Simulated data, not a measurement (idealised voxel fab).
A process module follows: voxel self aligned vias.
We display cut, a cross-section 260 nm in width whose square cells are each 5 nm.
Cross-section, as written here: a square-cell grid given band by band from the top down, where a band holds one or more rows of cells.
Top height, bottom height, nm. Materials left to right, width each, nm. Single material + "all across" = fills band edge to edge. "empty" = empty.
Heads up on the height convention: 0 is the point under which the incoming wafer is all one material, and the lowest band has no bottom, it just keeps going down, like "0..down".
Note: "30..40" means the width goes from the first number (top row of the band) to the second number (bottom row) in equal steps per row of cells.
For the purposes of this document, the phrase "no alterations made" attached to a step denotes that no cell within the cross-section was modified by that step.
Entry "Catalogued sealed voids" = empty spaces >= 8 cells with no open way to the top; each as width x height at distance, distance from left edge, all nm.
after a step's settings: what the simulator itself notes on the step
On any step carrying a mask, the "overlay nm" setting, if present on the step's line, tells how far right of its planned place the mask lay; negative values point to the left.
-- The following list gives the planned process steps
- 1: RECEIVE, material Si
- 2: CONFORMAL_DEP, material SiO2, thk nm 15
- 3: CONFORMAL_DEP, material SiCN, thk nm 5
- 4: DIRECTIONAL_DEP, material SiO2, thk nm 20
- 5: DIRECTIONAL_DEP, material aC, thk nm 10
- 6: PATTERN, tone open, mask id LINES, material resist, width nm 30, pitch nm 60, thk nm 25, overlay nm 0
- 7: DIRECTIONAL_ETCH, etch materials aC, depth nm 10
- 8: STRIP, etch materials resist
- 9: DIRECTIONAL_ETCH, etch materials SiO2, depth nm 20
- 10: STRIP, etch materials aC
- 11: CONFORMAL_DEP, material TiN, thk nm 5
- 12: FILL_DEP, material Ru, thk nm 5
- 13: CMP, height nm 40
- 14: SELECTIVE_ETCH, etch materials W Ru TiN, depth nm 5
- 15: FILL_DEP, material SiN, thk nm 10
- 16: CMP, height nm 40
- 17: DIRECTIONAL_DEP, material SiO2, thk nm 15
- 18: MASKED_ETCH, tone open, mask id VIAS, width nm 40, pitch nm 120, etch materials SiO2, depth nm 15, overlay nm 0
- 19: MASKED_ETCH, tone open, mask id VIAS, width nm 40, pitch nm 120, etch materials SiN, depth nm 5, overlay nm 0
- 20: CONFORMAL_DEP, material TiN, thk nm 5
- 21: FILL_DEP, material Ru, thk nm 10
- 22: CMP, height nm 55
- 23: CONFORMAL_DEP, material SiN, thk nm 5
-- first wafer, as planned
-- As-received state of the wafer in cross-section, equivalent to post-step 1
    0..down  Si all across
    Catalogued sealed voids: none
-- The following cross-section depicts the wafer upon completion of step 2
    15..0  SiO2 all across
    Nothing below the height 0 has changed.
-- The following cross-section depicts the wafer upon completion of step 3
    20..15  SiCN all across
    Nothing below the height 15 has changed.
-- The following cross-section depicts the wafer upon completion of step 4
    40..20  SiO2 all across
    Nothing below the height 20 has changed.
-- The following cross-section depicts the wafer upon completion of step 5
    50..40  aC all across
    Nothing below the height 40 has changed.
-- The following cross-section depicts the wafer upon completion of step 6
    75..50  55 resist, 30 empty, 30 resist, 30 empty, 30 resist, 30 empty, 55 resist
    Nothing below the height 50 has changed.
-- The following cross-section depicts the wafer upon completion of step 7
    65..50  55 resist, 30 empty, 30 resist, 30 empty, 30 resist, 30 empty, 55 resist
    50..40  55 aC, 30 empty, 30 aC, 30 empty, 30 aC, 30 empty, 55 aC
    Nothing below the height 40 has changed.
-- The following cross-section depicts the wafer upon completion of step 8
    50..40  55 aC, 30 empty, 30 aC, 30 empty, 30 aC, 30 empty, 55 aC
    Nothing below the height 40 has changed.
-- The following cross-section depicts the wafer upon completion of step 9
    50..40  55 aC, 30 empty, 30 aC, 30 empty, 30 aC, 30 empty, 55 aC
    40..20  55 SiO2, 30 empty, 30 SiO2, 30 empty, 30 SiO2, 30 empty, 55 SiO2
    Nothing below the height 20 has changed.
-- The following cross-section depicts the wafer upon completion of step 10
    40..20  55 SiO2, 30 empty, 30 SiO2, 30 empty, 30 SiO2, 30 empty, 55 SiO2
    Nothing below the height 20 has changed.
-- The following cross-section depicts the wafer upon completion of step 11
    45..40  60 TiN, 20 empty, 40 TiN, 20 empty, 40 TiN, 20 empty, 60 TiN
    40..25  55 SiO2, 5 TiN, 20 empty, 5 TiN, 30 SiO2, 5 TiN, 20 empty, 5 TiN, 30 SiO2, 5 TiN, 20 empty, 5 TiN, 55 SiO2
    25..20  55 SiO2, 30 TiN, 30 SiO2, 30 TiN, 30 SiO2, 30 TiN, 55 SiO2
    Nothing below the height 20 has changed.
-- The following cross-section depicts the wafer upon completion of step 12
    50..45  Ru all across
    45..40  60 TiN, 20 Ru, 40 TiN, 20 Ru, 40 TiN, 20 Ru, 60 TiN
    40..25  55 SiO2, 5 TiN, 20 Ru, 5 TiN, 30 SiO2, 5 TiN, 20 Ru, 5 TiN, 30 SiO2, 5 TiN, 20 Ru, 5 TiN, 55 SiO2
    Nothing below the height 25 has changed.
-- The following cross-section depicts the wafer upon completion of step 13
    40..25  55 SiO2, 5 TiN, 20 Ru, 5 TiN, 30 SiO2, 5 TiN, 20 Ru, 5 TiN, 30 SiO2, 5 TiN, 20 Ru, 5 TiN, 55 SiO2
    Nothing below the height 25 has changed.
-- The following cross-section depicts the wafer upon completion of step 14
    40..35  55 SiO2, 30 empty, 30 SiO2, 30 empty, 30 SiO2, 30 empty, 55 SiO2
    Nothing below the height 35 has changed.
-- The following cross-section depicts the wafer upon completion of step 15
    50..40  SiN all across
    40..35  55 SiO2, 30 SiN, 30 SiO2, 30 SiN, 30 SiO2, 30 SiN, 55 SiO2
    Nothing below the height 35 has changed.
-- The following cross-section depicts the wafer upon completion of step 16
    40..35  55 SiO2, 30 SiN, 30 SiO2, 30 SiN, 30 SiO2, 30 SiN, 55 SiO2
    Nothing below the height 35 has changed.
-- The following cross-section depicts the wafer upon completion of step 17
    55..40  SiO2 all across
    Nothing below the height 40 has changed.
-- The following cross-section depicts the wafer upon completion of step 18
    55..40  50 SiO2, 40 empty, 80 SiO2, 40 empty, 50 SiO2
    Nothing below the height 40 has changed.
-- The following cross-section depicts the wafer upon completion of step 19
    55..40  50 SiO2, 40 empty, 80 SiO2, 40 empty, 50 SiO2
    40..35  55 SiO2, 30 empty, 30 SiO2, 30 SiN, 30 SiO2, 30 empty, 55 SiO2
    Nothing below the height 35 has changed.
-- The following cross-section depicts the wafer upon completion of step 20
    60..55  55 TiN, 30 empty, 90 TiN, 30 empty, 55 TiN
    55..45  50 SiO2, 5 TiN, 30 empty, 5 TiN, 80 SiO2, 5 TiN, 30 empty, 5 TiN, 50 SiO2
    45..40  50 SiO2, 10 TiN, 20 empty, 10 TiN, 80 SiO2, 10 TiN, 20 empty, 10 TiN, 50 SiO2
    40..35  55 SiO2, 30 TiN, 30 SiO2, 30 SiN, 30 SiO2, 30 TiN, 55 SiO2
    Nothing below the height 35 has changed.
-- The following cross-section depicts the wafer upon completion of step 21
    70..60  Ru all across
    60..55  55 TiN, 30 Ru, 90 TiN, 30 Ru, 55 TiN
    55..45  50 SiO2, 5 TiN, 30 Ru, 5 TiN, 80 SiO2, 5 TiN, 30 Ru, 5 TiN, 50 SiO2
    45..40  50 SiO2, 10 TiN, 20 Ru, 10 TiN, 80 SiO2, 10 TiN, 20 Ru, 10 TiN, 50 SiO2
    Nothing below the height 40 has changed.
-- The following cross-section depicts the wafer upon completion of step 22
    55..45  50 SiO2, 5 TiN, 30 Ru, 5 TiN, 80 SiO2, 5 TiN, 30 Ru, 5 TiN, 50 SiO2
    Nothing below the height 45 has changed.
-- The following cross-section depicts the wafer upon completion of step 23
    60..55  SiN all across
    Nothing below the height 55 has changed.
-- Now the other wafer: same start, same recipe, but we messed up one thing when running it. Up to and including step 5 it's the same as the first one
-- Cross-section, second wafer, at the end time the plan gives for step 6
    75..50  45 resist, 30 empty, 30 resist, 30 empty, 30 resist, 30 empty, 65 resist
    Nothing below the height 50 has changed.
-- Cross-section, second wafer, at the end time the plan gives for step 7
    65..50  45 resist, 30 empty, 30 resist, 30 empty, 30 resist, 30 empty, 65 resist
    50..40  45 aC, 30 empty, 30 aC, 30 empty, 30 aC, 30 empty, 65 aC
    Nothing below the height 40 has changed.
-- Cross-section, second wafer, at the end time the plan gives for step 8
    50..40  45 aC, 30 empty, 30 aC, 30 empty, 30 aC, 30 empty, 65 aC
    Nothing below the height 40 has changed.
-- Cross-section, second wafer, at the end time the plan gives for step 9
    50..40  45 aC, 30 empty, 30 aC, 30 empty, 30 aC, 30 empty, 65 aC
    40..20  45 SiO2, 30 empty, 30 SiO2, 30 empty, 30 SiO2, 30 empty, 65 SiO2
    Nothing below the height 20 has changed.
-- Cross-section, second wafer, at the end time the plan gives for step 10
    40..20  45 SiO2, 30 empty, 30 SiO2, 30 empty, 30 SiO2, 30 empty, 65 SiO2
    Nothing below the height 20 has changed.
-- Cross-section, second wafer, at the end time the plan gives for step 11
    45..40  50 TiN, 20 empty, 40 TiN, 20 empty, 40 TiN, 20 empty, 70 TiN
    40..25  45 SiO2, 5 TiN, 20 empty, 5 TiN, 30 SiO2, 5 TiN, 20 empty, 5 TiN, 30 SiO2, 5 TiN, 20 empty, 5 TiN, 65 SiO2
    25..20  45 SiO2, 30 TiN, 30 SiO2, 30 TiN, 30 SiO2, 30 TiN, 65 SiO2
    Nothing below the height 20 has changed.
-- Cross-section, second wafer, at the end time the plan gives for step 12
    50..45  Ru all across
    45..40  50 TiN, 20 Ru, 40 TiN, 20 Ru, 40 TiN, 20 Ru, 70 TiN
    40..25  45 SiO2, 5 TiN, 20 Ru, 5 TiN, 30 SiO2, 5 TiN, 20 Ru, 5 TiN, 30 SiO2, 5 TiN, 20 Ru, 5 TiN, 65 SiO2
    Nothing below the height 25 has changed.
-- Cross-section, second wafer, at the end time the plan gives for step 13
    40..25  45 SiO2, 5 TiN, 20 Ru, 5 TiN, 30 SiO2, 5 TiN, 20 Ru, 5 TiN, 30 SiO2, 5 TiN, 20 Ru, 5 TiN, 65 SiO2
    Nothing below the height 25 has changed.
-- Cross-section, second wafer, at the end time the plan gives for step 14
    40..35  45 SiO2, 30 empty, 30 SiO2, 30 empty, 30 SiO2, 30 empty, 65 SiO2
    Nothing below the height 35 has changed.
-- Cross-section, second wafer, at the end time the plan gives for step 15
    50..40  SiN all across
    40..35  45 SiO2, 30 SiN, 30 SiO2, 30 SiN, 30 SiO2, 30 SiN, 65 SiO2
    Nothing below the height 35 has changed.
-- Cross-section, second wafer, at the end time the plan gives for step 16
    40..35  45 SiO2, 30 SiN, 30 SiO2, 30 SiN, 30 SiO2, 30 SiN, 65 SiO2
    Nothing below the height 35 has changed.
-- Cross-section, second wafer, at the end time the plan gives for step 17
    55..40  SiO2 all across
    Nothing below the height 40 has changed.
-- Cross-section, second wafer, at the end time the plan gives for step 18
    55..40  50 SiO2, 40 empty, 80 SiO2, 40 empty, 50 SiO2
    Nothing below the height 40 has changed.
-- Cross-section, second wafer, at the end time the plan gives for step 19
    55..40  50 SiO2, 40 empty, 80 SiO2, 40 empty, 50 SiO2
    40..35  45 SiO2, 5 SiN, 25 empty, 30 SiO2, 30 SiN, 30 SiO2, 5 SiN, 25 empty, 65 SiO2
    Nothing below the height 35 has changed.
-- Cross-section, second wafer, at the end time the plan gives for step 20
    60..55  55 TiN, 30 empty, 90 TiN, 30 empty, 55 TiN
    55..45  50 SiO2, 5 TiN, 30 empty, 5 TiN, 80 SiO2, 5 TiN, 30 empty, 5 TiN, 50 SiO2
    45..40  50 SiO2, 5 TiN, 15 empty, 20 TiN, 80 SiO2, 5 TiN, 15 empty, 20 TiN, 50 SiO2
    40..35  45 SiO2, 5 SiN, 25 TiN, 30 SiO2, 30 SiN, 30 SiO2, 5 SiN, 25 TiN, 65 SiO2
    Nothing below the height 35 has changed.
-- Cross-section, second wafer, at the end time the plan gives for step 21
    70..60  Ru all across
    60..55  55 TiN, 30 Ru, 90 TiN, 30 Ru, 55 TiN
    55..45  50 SiO2, 5 TiN, 30 Ru, 5 TiN, 80 SiO2, 5 TiN, 30 Ru, 5 TiN, 50 SiO2
    45..40  50 SiO2, 5 TiN, 15 Ru, 20 TiN, 80 SiO2, 5 TiN, 15 Ru, 20 TiN, 50 SiO2
    Nothing below the height 40 has changed.
-- Cross-section, second wafer, at the end time the plan gives for step 22
    55..45  50 SiO2, 5 TiN, 30 Ru, 5 TiN, 80 SiO2, 5 TiN, 30 Ru, 5 TiN, 50 SiO2
    Nothing below the height 45 has changed.
-- Cross-section, second wafer, at the end time the plan gives for step 23
    60..55  SiN all across
    Nothing below the height 55 has changed.
What was done differently from what was planned? step 6 ran with different settings than intended, the actual operation and settings being PATTERN, tone open, mask id LINES, material resist, width nm 30, pitch nm 60, thk nm 25, overlay nm -10
Final cells, second wafer relative to first, materials higher or lower: 2 fewer of Ru, 2 more of SiN
